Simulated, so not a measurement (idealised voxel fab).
Proc. module: voxel ribs on slabs
It is cross-section cut that appears here, measuring 265 nm in width, its square cells being 5 nm in size.
Cross-section format: a grid of square cells, given as bands from top to bottom; each band is one or more rows of cells. Band entry format. Leading values: height of top, height of bottom, nm. Remainder: materials in left-to-right order, each with its width in nm. Special words: "everywhere" on a single material, which then fills the band edge to edge; "empty", empty space. A quick word on heights: they are counted from 0, and under that level the wafer as it came to us is one material throughout. The lowest band is different from the rest in having no bottom; it simply continues downward, written as in "0 and below". So if you see something like "30 to 40" for the width, read it as the top row of the band sitting at the first number and the bottom row at the second, with every row in between moving by the same amount as the last. Basically "same as before" means that step didn't change any cell in the cross-section. "Entrapped void list" means: voids of 8 cells or more that are shut off from the top with no open way through. Written width x height at distance, distance from the left edge, in nm. That trailing text on a step's line, after the settings, is the simulator's own remark on the step. overlay nm: step with mask; distance mask lay right of planned place; negative value = left of planned place.
-- The process steps that were planned are listed below
1) RECEIVE (material Si)
2) DIRECTIONAL_DEP (material SiO2; thk nm 25)
3) DIRECTIONAL_DEP (material SiN; thk nm 20)
4) MASKED_ETCH (tone cover; mask id RIB; width nm 20; etch materials SiN; depth nm 15; overlay nm 0)
5) PATTERN (tone cover; mask id SLAB; material resist; width nm 60; thk nm 15; overlay nm 0)
6) DIRECTIONAL_ETCH (etch materials SiN; depth nm 5)
7) STRIP (etch materials resist)
8) FILL_DEP (material SiO2; thk nm 30)
9) CMP (height nm 65)
10) DIRECTIONAL_DEP (material W; thk nm 10)
11) PATTERN (tone cover; mask id HEATER; material resist; width nm 30; thk nm 20; overlay nm 0)
12) DIRECTIONAL_ETCH (etch materials W; depth nm 10)
13) STRIP (etch materials resist)
14) CONFORMAL_DEP (material SiO2; thk nm 10)
-- Cross-section of the wafer as it came to us, i.e., already through step 1
	0 and below  Si everywhere
	Entrapped void list: none
-- This is how the wafer looks in cross-section once the module is done, given the starting state and plan above and one mistake in carrying the plan out
	85 down to 75  105 empty | 55 SiO2 | 105 empty
	75 down to 65  115 SiO2 | 35 W | 115 SiO2
	65 down to 45  SiO2 everywhere
	45 down to 30  120 SiO2 | 20 SiN | 125 SiO2
	30 down to 25  100 SiO2 | 60 SiN | 105 SiO2
	25 down to 0  SiO2 everywhere
	0 and below  Si everywhere
	Entrapped void list: none
It is concluded that the wafer was processed incorrectly with respect to the plan, in that it should be noted that step 11 was executed with settings other than those planned, the operation and settings actually applied being PATTERN (tone cover; mask id HEATER; material resist; width nm 35; thk nm 20; overlay nm 0)
